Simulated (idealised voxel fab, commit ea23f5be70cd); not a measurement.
process module | voxel double patterning
cross-section cut | 190 nm wide | cells 5 nm
A cross-section is a grid of square cells, given in bands from the top down. A band is one or more rows of cells.
Each band's line starts with the height of the band's top and of its bottom, in nm. Then come its materials from left to right, each with its width in nm. One material with "throughout" fills the band from edge to edge. "air" is empty space.
Height 0 is the level under which the wafer as received is all one material. The lowest band goes on downwards, as in "0 down".
A width such as "30 to 40" changes by the same amount from each row of cells to the next, from the band's top row to its bottom row.
"no change" after a step means that no cell of the cross-section changed.
closed voids: empty space of 8 cells or more with no open way to the top, each as width x height at its distance from the left edge, in nm
after a step's settings: what the simulator itself notes on the step
overlay nm, on a step with a mask: how far to the right of its planned place the mask lay; to the left if negative
plan
1 op RECEIVE | material Si
2 op CONFORMAL_DEP | material SiO2 | thk nm 5
3 op DIRECTIONAL_DEP | material TiN | thk nm 10
4 op DIRECTIONAL_DEP | material SiN | thk nm 10
5 op DIRECTIONAL_DEP | material aC | thk nm 15
6 op PATTERN | tone open | mask id FIRST | material resist | width nm 15 | pitch nm 50 | thk nm 30 | overlay nm 0
7 op DIRECTIONAL_ETCH | etch materials aC | depth nm 15
8 op STRIP | etch materials resist
9 op DIRECTIONAL_ETCH | etch materials SiN | depth nm 10
10 op STRIP | etch materials aC
11 op DIRECTIONAL_DEP | material aC | thk nm 15
12 op PATTERN | tone open | mask id SECOND | material resist | width nm 15 | thk nm 30 | overlay nm 0
13 op DIRECTIONAL_ETCH | etch materials aC | depth nm 15
14 op STRIP | etch materials resist
15 op DIRECTIONAL_ETCH | etch materials SiN | depth nm 10
16 op STRIP | etch materials aC
17 op DIRECTIONAL_ETCH | etch materials TiN | depth nm 10
18 op STRIP | etch materials SiN
as received, after step 1
  0 down: Si throughout
  closed voids: none
a wafer at the end: this start, this plan, one mistake
  10 to 0: TiN 60 | air 15 | TiN 10 | air 15 | TiN 10 | air 15 | TiN 65
  0 down: Si throughout
  closed voids: none
what went wrong: step 2 was left out
